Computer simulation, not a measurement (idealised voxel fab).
The following is a process module called voxel ribs on slabs.
Section cut is 190 nm wide and gridded with 5 nm square cells.
How to read a cross-section here: the picture is a grid of square cells, written as bands going from the top down, and any band can span one or more rows of cells.
Top height, bottom height, nm. Materials left to right, width each, nm. Single material + "edge to edge" = fills band edge to edge. "air" = empty.
Zero point of the height axis is 0; under it, received wafer = one material. Lowest band: continues down indefinitely, "0 and below".
A two-number width, for instance "30 to 40", indicates that the width is equal to the first number in the top row of the band and to the second number in the bottom row, and that it changes by a constant amount per row of cells.
Where a step carries "changes: none", the cross-section came out of it unchanged, cell for cell.
For the entry "Enclosed void catalog", the listed items are empty spaces with no open way to the top whose size is 8 cells or more; each item follows the pattern width x height at distance, where distance is from the left edge and all three are in nm.
Step line, after settings: the simulator's comment on this step.
On any step carrying a mask, the "overlay nm" setting, if present on the step's line, tells how far right of its planned place the mask lay; negative values point to the left.

**Listed below are the process steps as planned**
step 1: RECEIVE with material Si
step 2: DIRECTIONAL_DEP with material SiO2, thk nm 20
step 3: DIRECTIONAL_DEP with material SiN, thk nm 15
step 4: DIRECTIONAL_DEP with material aC, thk nm 10
step 5: PATTERN with tone cover, mask id RIB, material resist, width nm 20, thk nm 25, overlay nm 0
step 6: DIRECTIONAL_ETCH with etch materials aC, depth nm 10
step 7: STRIP with etch materials resist
step 8: DIRECTIONAL_ETCH with etch materials SiN, depth nm 10
step 9: STRIP with etch materials aC
step 10: MASKED_ETCH with tone cover, mask id SLAB, width nm 50, etch materials SiN, depth nm 5, overlay nm 0
step 11: FILL_DEP with material SiO2, thk nm 20
step 12: CMP with height nm 45
step 13: DIRECTIONAL_DEP with material TiN, thk nm 5
step 14: MASKED_ETCH with tone cover, mask id HEATER, width nm 30, etch materials TiN, depth nm 5, overlay nm 0
step 15: CONFORMAL_DEP with material SiO2, thk nm 5

**First of the two wafers, run per plan**

**As-received wafer cross-section (after step 1)**
    0 and below | Si edge to edge
    Enclosed void catalog: none

**Cross-section: wafer state after step 2**
    20 down to 0 | SiO2 edge to edge
    Below a height of 0, the structure has not been altered.

**Cross-section: wafer state after step 3**
    35 down to 20 | SiN edge to edge
    Below a height of 20, the structure has not been altered.

**Cross-section: wafer state after step 4**
    45 down to 35 | aC edge to edge
    Below a height of 35, the structure has not been altered.

**Cross-section: wafer state after step 5**
    70 down to 45 | air (85), resist (20), air (85)
    Below a height of 45, the structure has not been altered.

**Cross-section: wafer state after step 6**
    60 down to 45 | air (85), resist (20), air (85)
    45 down to 35 | air (85), aC (20), air (85)
    Below a height of 35, the structure has not been altered.

**Cross-section: wafer state after step 7**
    45 down to 35 | air (85), aC (20), air (85)
    Below a height of 35, the structure has not been altered.

**Cross-section: wafer state after step 8**
    45 down to 35 | air (85), aC (20), air (85)
    35 down to 25 | air (85), SiN (20), air (85)
    Below a height of 25, the structure has not been altered.

**Cross-section: wafer state after step 9**
    35 down to 25 | air (85), SiN (20), air (85)
    Below a height of 25, the structure has not been altered.

**Cross-section: wafer state after step 10**
    35 down to 25 | air (85), SiN (20), air (85)
    25 down to 20 | air (70), SiN (50), air (70)
    Below a height of 20, the structure has not been altered.

**Cross-section: wafer state after step 11**
    55 down to 35 | SiO2 edge to edge
    35 down to 25 | SiO2 (85), SiN (20), SiO2 (85)
    25 down to 20 | SiO2 (70), SiN (50), SiO2 (70)
    Below a height of 20, the structure has not been altered.

**Cross-section: wafer state after step 12**
    45 down to 35 | SiO2 edge to edge
    Below a height of 35, the structure has not been altered.

**Cross-section: wafer state after step 13**
    50 down to 45 | TiN edge to edge
    Below a height of 45, the structure has not been altered.

**Cross-section: wafer state after step 14**
    50 down to 45 | air (80), TiN (30), air (80)
    Below a height of 45, the structure has not been altered.

**Cross-section: wafer state after step 15**
    55 down to 50 | air (75), SiO2 (40), air (75)
    50 down to 45 | SiO2 (80), TiN (30), SiO2 (80)
    Below a height of 45, the structure has not been altered.

**Companion wafer, the second of two: same beginning, same intended sequence, one mistake in carrying it out; through step 14 inclusive it tracks the first exactly**

Cross-sectional representation of the second wafer at the time designated in the plan for the completion of step 15: changes: none
Where did the run depart from the plan? step 15 in the plan did not get run; it was skipped
At the finish, the second wafer shows more or fewer cells for some materials than the first does: -40 SiO2
